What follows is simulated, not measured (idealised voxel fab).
Module name: voxel self aligned vias (process module)
Each square cell in cross-section cut measures 5 nm, and the section as a whole is 195 nm wide.
A cross-section is written here as square cells arranged in a grid, and it is given in bands from the top down, each band taking up one or more rows of cells.
This entry defines a band. It first specifies the height of the band's top and the height of its bottom in nm, and then specifies the band's materials from left to right, stating each material with its width in nm. The word "full width" identifies a single material that fills the band from edge to edge, while the word "empty" identifies empty space.
Note: height 0 marks the level under which the wafer is uniformly one material as received. Lowest band unbounded below, written "0 -> down".
When a width is written as two numbers, as in "30..40", the first number is the width in the top row of cells of the band and the second is the width in its bottom row, and the width changes by the same amount from each row to the next.
"changes: none" for a step: no cell of the cross-section changed in that step.
The entry titled "Enclosed void catalog" provides the empty spaces that have no open way to the top, restricted to those of 8 cells or more. Each is presented as width x height at distance, the distance being measured from the left edge, with all three in nm.
Anything after a step's settings on that line? It's the simulator's own note about the step.
On any step carrying a mask, the "overlay nm" setting, if present on the step's line, tells how far right of its planned place the mask lay; negative values point to the left.

### Below is the list of planned process steps
1 RECEIVE with material Si
2 CONFORMAL_DEP with material SiO2, thk nm 10
3 CONFORMAL_DEP with material SiCN, thk nm 5
4 DIRECTIONAL_DEP with material lowk, thk nm 25
5 PATTERN with tone open, mask id LINES, material resist, width nm 25, pitch nm 65, thk nm 15, overlay nm 0
6 DIRECTIONAL_ETCH with etch materials lowk, depth nm 25
7 STRIP with etch materials resist
8 CONFORMAL_DEP with material TiN, thk nm 5
9 FILL_DEP with material W, thk nm 5
10 CMP with height nm 40
11 SELECTIVE_ETCH with etch materials W Ru TiN, depth nm 5
12 FILL_DEP with material SiN, thk nm 5
13 CMP with height nm 40
14 DIRECTIONAL_DEP with material lowk, thk nm 20
15 PATTERN with tone open, mask id VIAS, material resist, width nm 35, pitch nm 65, thk nm 15, overlay nm 0
16 DIRECTIONAL_ETCH with etch materials lowk, depth nm 20
17 DIRECTIONAL_ETCH with etch materials SiN, depth nm 5
18 STRIP with etch materials resist
19 CONFORMAL_DEP with material TiN, thk nm 5
20 FILL_DEP with material Ru, thk nm 10
21 CMP with height nm 60
22 CONFORMAL_DEP with material SiCN, thk nm 5

### First of two wafers, processed according to plan

### Shown in cross-section is the wafer as received, that is, as it stands after step 1
0 -> down | Si full width
Enclosed void catalog: none

### Cross-section: wafer state after step 2
10 -> 0 | SiO2 full width
Lower than 0, everything is as it was.

### Cross-section: wafer state after step 3
15 -> 10 | SiCN full width
Lower than 10, everything is as it was.

### Cross-section: wafer state after step 4
40 -> 15 | lowk full width
Lower than 15, everything is as it was.

### Cross-section: wafer state after step 5
55 -> 40 | resist: 50  empty: 25  resist: 40  empty: 25  resist: 55
Lower than 40, everything is as it was.

### Cross-section: wafer state after step 6
55 -> 40 | resist: 50  empty: 25  resist: 40  empty: 25  resist: 55
40 -> 15 | lowk: 50  empty: 25  lowk: 40  empty: 25  lowk: 55
Lower than 15, everything is as it was.

### Cross-section: wafer state after step 7
40 -> 15 | lowk: 50  empty: 25  lowk: 40  empty: 25  lowk: 55
Lower than 15, everything is as it was.

### Cross-section: wafer state after step 8
45 -> 40 | TiN: 55  empty: 15  TiN: 50  empty: 15  TiN: 60
40 -> 20 | lowk: 50  TiN: 5  empty: 15  TiN: 5  lowk: 40  TiN: 5  empty: 15  TiN: 5  lowk: 55
20 -> 15 | lowk: 50  TiN: 25  lowk: 40  TiN: 25  lowk: 55
Lower than 15, everything is as it was.

### Cross-section: wafer state after step 9
50 -> 45 | W full width
45 -> 40 | TiN: 55  W: 15  TiN: 50  W: 15  TiN: 60
40 -> 20 | lowk: 50  TiN: 5  W: 15  TiN: 5  lowk: 40  TiN: 5  W: 15  TiN: 5  lowk: 55
Lower than 20, everything is as it was.

### Cross-section: wafer state after step 10
40 -> 20 | lowk: 50  TiN: 5  W: 15  TiN: 5  lowk: 40  TiN: 5  W: 15  TiN: 5  lowk: 55
Lower than 20, everything is as it was.

### Cross-section: wafer state after step 11
40 -> 35 | lowk: 50  empty: 25  lowk: 40  empty: 25  lowk: 55
Lower than 35, everything is as it was.

### Cross-section: wafer state after step 12
45 -> 40 | SiN full width
40 -> 35 | lowk: 50  SiN: 25  lowk: 40  SiN: 25  lowk: 55
Lower than 35, everything is as it was.

### Cross-section: wafer state after step 13
40 -> 35 | lowk: 50  SiN: 25  lowk: 40  SiN: 25  lowk: 55
Lower than 35, everything is as it was.

### Cross-section: wafer state after step 14
60 -> 40 | lowk full width
Lower than 40, everything is as it was.

### Cross-section: wafer state after step 15
75 -> 60 | resist: 45  empty: 35  resist: 30  empty: 35  resist: 50
Lower than 60, everything is as it was.

### Cross-section: wafer state after step 16
75 -> 60 | resist: 45  empty: 35  resist: 30  empty: 35  resist: 50
60 -> 40 | lowk: 45  empty: 35  lowk: 30  empty: 35  lowk: 50
Lower than 40, everything is as it was.

### Cross-section: wafer state after step 17
75 -> 60 | resist: 45  empty: 35  resist: 30  empty: 35  resist: 50
60 -> 40 | lowk: 45  empty: 35  lowk: 30  empty: 35  lowk: 50
40 -> 35 | lowk: 50  empty: 25  lowk: 40  empty: 25  lowk: 55
Lower than 35, everything is as it was.

### Cross-section: wafer state after step 18
60 -> 40 | lowk: 45  empty: 35  lowk: 30  empty: 35  lowk: 50
Lower than 40, everything is as it was.

### Cross-section: wafer state after step 19
65 -> 60 | TiN: 50  empty: 25  TiN: 40  empty: 25  TiN: 55
60 -> 45 | lowk: 45  TiN: 5  empty: 25  TiN: 5  lowk: 30  TiN: 5  empty: 25  TiN: 5  lowk: 50
45 -> 40 | lowk: 45  TiN: 10  empty: 15  TiN: 10  lowk: 30  TiN: 10  empty: 15  TiN: 10  lowk: 50
40 -> 35 | lowk: 50  TiN: 25  lowk: 40  TiN: 25  lowk: 55
Lower than 35, everything is as it was.

### Cross-section: wafer state after step 20
75 -> 65 | Ru full width
65 -> 60 | TiN: 50  Ru: 25  TiN: 40  Ru: 25  TiN: 55
60 -> 45 | lowk: 45  TiN: 5  Ru: 25  TiN: 5  lowk: 30  TiN: 5  Ru: 25  TiN: 5  lowk: 50
45 -> 40 | lowk: 45  TiN: 10  Ru: 15  TiN: 10  lowk: 30  TiN: 10  Ru: 15  TiN: 10  lowk: 50
Lower than 40, everything is as it was.

### Cross-section: wafer state after step 21
60 -> 45 | lowk: 45  TiN: 5  Ru: 25  TiN: 5  lowk: 30  TiN: 5  Ru: 25  TiN: 5  lowk: 50
Lower than 45, everything is as it was.

### Cross-section: wafer state after step 22
65 -> 60 | SiCN full width
Lower than 60, everything is as it was.

### Wafer two. Same start, same plan, one slip in execution. Same as wafer one through step 1, inclusive

Second wafer: cross-section at the scheduled end of step 2: changes: none

### Second wafer: cross-section at the scheduled end of step 3
5 -> 0 | SiCN full width
Lower than 0, everything is as it was.

### Second wafer: cross-section at the scheduled end of step 4
30 -> 5 | lowk full width
Lower than 5, everything is as it was.

### Second wafer: cross-section at the scheduled end of step 5
45 -> 30 | resist: 50  empty: 25  resist: 40  empty: 25  resist: 55
Lower than 30, everything is as it was.

### Second wafer: cross-section at the scheduled end of step 6
45 -> 30 | resist: 50  empty: 25  resist: 40  empty: 25  resist: 55
30 -> 5 | lowk: 50  empty: 25  lowk: 40  empty: 25  lowk: 55
Lower than 5, everything is as it was.

### Second wafer: cross-section at the scheduled end of step 7
30 -> 5 | lowk: 50  empty: 25  lowk: 40  empty: 25  lowk: 55
Lower than 5, everything is as it was.

### Second wafer: cross-section at the scheduled end of step 8
35 -> 30 | TiN: 55  empty: 15  TiN: 50  empty: 15  TiN: 60
30 -> 10 | lowk: 50  TiN: 5  empty: 15  TiN: 5  lowk: 40  TiN: 5  empty: 15  TiN: 5  lowk: 55
10 -> 5 | lowk: 50  TiN: 25  lowk: 40  TiN: 25  lowk: 55
Lower than 5, everything is as it was.

### Second wafer: cross-section at the scheduled end of step 9
40 -> 35 | W full width
35 -> 30 | TiN: 55  W: 15  TiN: 50  W: 15  TiN: 60
30 -> 10 | lowk: 50  TiN: 5  W: 15  TiN: 5  lowk: 40  TiN: 5  W: 15  TiN: 5  lowk: 55
Lower than 10, everything is as it was.

Second wafer: cross-section at the scheduled end of step 10: changes: none

### Second wafer: cross-section at the scheduled end of step 11
35 -> 30 | TiN: 55  W: 15  TiN: 50  W: 15  TiN: 60
Lower than 30, everything is as it was.

### Second wafer: cross-section at the scheduled end of step 12
40 -> 35 | SiN full width
Lower than 35, everything is as it was.

Second wafer: cross-section at the scheduled end of step 13: changes: none

### Second wafer: cross-section at the scheduled end of step 14
60 -> 40 | lowk full width
Lower than 40, everything is as it was.

### Second wafer: cross-section at the scheduled end of step 15
75 -> 60 | resist: 45  empty: 35  resist: 30  empty: 35  resist: 50
Lower than 60, everything is as it was.

### Second wafer: cross-section at the scheduled end of step 16
75 -> 60 | resist: 45  empty: 35  resist: 30  empty: 35  resist: 50
60 -> 40 | lowk: 45  empty: 35  lowk: 30  empty: 35  lowk: 50
Lower than 40, everything is as it was.

### Second wafer: cross-section at the scheduled end of step 17
75 -> 60 | resist: 45  empty: 35  resist: 30  empty: 35  resist: 50
60 -> 40 | lowk: 45  empty: 35  lowk: 30  empty: 35  lowk: 50
40 -> 35 | SiN: 45  empty: 35  SiN: 30  empty: 35  SiN: 50
Lower than 35, everything is as it was.

### Second wafer: cross-section at the scheduled end of step 18
60 -> 40 | lowk: 45  empty: 35  lowk: 30  empty: 35  lowk: 50
Lower than 40, everything is as it was.

### Second wafer: cross-section at the scheduled end of step 19
65 -> 60 | TiN: 50  empty: 25  TiN: 40  empty: 25  TiN: 55
60 -> 40 | lowk: 45  TiN: 5  empty: 25  TiN: 5  lowk: 30  TiN: 5  empty: 25  TiN: 5  lowk: 50
40 -> 35 | SiN: 45  TiN: 35  SiN: 30  TiN: 35  SiN: 50
Lower than 35, everything is as it was.

### Second wafer: cross-section at the scheduled end of step 20
75 -> 65 | Ru full width
65 -> 60 | TiN: 50  Ru: 25  TiN: 40  Ru: 25  TiN: 55
60 -> 40 | lowk: 45  TiN: 5  Ru: 25  TiN: 5  lowk: 30  TiN: 5  Ru: 25  TiN: 5  lowk: 50
Lower than 40, everything is as it was.

### Second wafer: cross-section at the scheduled end of step 21
60 -> 40 | lowk: 45  TiN: 5  Ru: 25  TiN: 5  lowk: 30  TiN: 5  Ru: 25  TiN: 5  lowk: 50
Lower than 40, everything is as it was.

### Second wafer: cross-section at the scheduled end of step 22
65 -> 60 | SiCN full width
Lower than 60, everything is as it was.
Short version of what went wrong: it should be noted that step 2 of the plan was omitted and was not performed
It is noted that, at the conclusion of processing, the second wafer exhibits a higher or lower cell count for certain materials relative to the first: Ru: 4 more | SiN: 25 more | SiO2: 78 fewer | TiN: 37 more | W: 12 more
